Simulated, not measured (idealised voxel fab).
The name of this process module is voxel gate over fins.
Section shown: cut. Width: 250 nm. Cell size: 5 nm, square.
Reading order for cross-sections: top band down to bottom band. Underlying form: a grid of square cells. Band size: one or more rows of cells. This entry defines a band. It first specifies the height of the band's top and the height of its bottom in nm, and then specifies the band's materials from left to right, stating each material with its width in nm. The word "all across" identifies a single material that fills the band from edge to edge, while the word "empty" identifies empty space. Below 0: as-received wafer, all one material; heights counted from there. Lowest band: no bottom, goes on down, written "0 -> down". A width such as "30 to 40" changes by the same amount from each row of cells to the next, from the band's top row to its bottom row. No cell of the cross-section changed in a step that is given as "no alterations made". Listed in "Closed void catalog": every empty space of 8 or more cells without an open way to the top. Form: width x height at distance, the distance being from the left edge, all in nm. after a step's settings: what the simulator itself notes on the step. overlay nm: right-of-plan distance of the mask on a masked step; negative values mean left-of-plan.

Process steps - plan:
1: RECEIVE | material Si
2: CONFORMAL_DEP | material SiN | thk nm 10
3: PATTERN | tone cover | mask id FINS | material resist | width nm 15 | pitch nm 35 | thk nm 20 | overlay nm 0
4: DIRECTIONAL_ETCH | etch materials SiN | depth nm 10
5: DIRECTIONAL_ETCH | etch materials Si | depth nm 35
6: STRIP | etch materials resist
7: FILL_DEP | material SiO2 | thk nm 10
8: CMP | height nm 10
9: SELECTIVE_ETCH | etch materials SiO2 | depth nm 25
10: STRIP | etch materials SiN
11: CONFORMAL_DEP | material HfO2 | thk nm 5
12: CONFORMAL_DEP | material TiN | thk nm 5
13: CONFORMAL_DEP | material TiAl | thk nm 5
14: CONFORMAL_DEP | material TiN | thk nm 5
15: FILL_DEP | material W | thk nm 10
16: CMP | height nm 25
17: CONFORMAL_DEP | material SiN | thk nm 5

as received, after step 1:
* 0 -> down | Si all across
* Closed void catalog: none

First of two wafers, end-of-module section, run followed plan:
* 30 -> 25 | SiN all across
* 25 -> 20 | W all across
* 20 -> 15 | 80 nm W, then 90 nm TiN, then 80 nm W
* 15 -> 10 | 80 nm W, then 5 nm TiN, then 80 nm TiAl, then 5 nm TiN, then 80 nm W
* 10 -> 5 | 80 nm W, then 5 nm TiN, then 5 nm TiAl, then 70 nm TiN, then 5 nm TiAl, then 5 nm TiN, then 80 nm W
* 5 -> 0 | 85 nm TiN, then 5 nm TiAl, then 5 nm TiN, then 25 nm HfO2, then 10 nm TiN, then 25 nm HfO2, then 5 nm TiN, then 5 nm TiAl, then 85 nm TiN
* 0 -> -5 | 90 nm TiAl, then 5 nm TiN, then 5 nm HfO2, then 15 nm Si, then 5 nm HfO2, then 10 nm TiN, then 5 nm HfO2, then 15 nm Si, then 5 nm HfO2, then 5 nm TiN, then 90 nm TiAl
* -5 -> -10 | 95 nm TiN, then 5 nm HfO2, then 15 nm Si, then 5 nm HfO2, then 10 nm TiN, then 5 nm HfO2, then 15 nm Si, then 5 nm HfO2, then 95 nm TiN
* -10 -> -15 | 100 nm HfO2, then 15 nm Si, then 20 nm HfO2, then 15 nm Si, then 100 nm HfO2
* -15 -> -35 | 100 nm SiO2, then 15 nm Si, then 20 nm SiO2, then 15 nm Si, then 100 nm SiO2
* -35 -> down | Si all across
* Closed void catalog: none

Cross-section, wafer two of two, end of module: same start and plan as wafer one, one error in execution:
* 30 -> 25 | SiN all across
* 25 -> 20 | W all across
* 20 -> 15 | 80 nm W, then 90 nm TiN, then 80 nm W
* 15 -> 10 | 80 nm W, then 5 nm TiN, then 80 nm TiAl, then 5 nm TiN, then 80 nm W
* 10 -> 5 | 80 nm W, then 5 nm TiN, then 5 nm TiAl, then 70 nm TiN, then 5 nm TiAl, then 5 nm TiN, then 80 nm W
* 5 -> 0 | 85 nm TiN, then 5 nm TiAl, then 70 nm TiN, then 5 nm TiAl, then 85 nm TiN
* 0 -> -5 | 90 nm TiAl, then 10 nm TiN, then 15 nm Si, then 20 nm TiN, then 15 nm Si, then 10 nm TiN, then 90 nm TiAl
* -5 -> -15 | 100 nm TiN, then 15 nm Si, then 20 nm TiN, then 15 nm Si, then 100 nm TiN
* -15 -> -35 | 100 nm SiO2, then 15 nm Si, then 20 nm SiO2, then 15 nm Si, then 100 nm SiO2
* -35 -> down | Si all across
* Closed void catalog: none
The mistake made against the process plan was this: in deviation from the planned setting, step 11 was conducted as CONFORMAL_DEP | material TiN | thk nm 5
It is noted that, at the conclusion of processing, the second wafer exhibits a higher or lower cell count for certain materials relative to the first: -62 HfO2 | +62 TiN
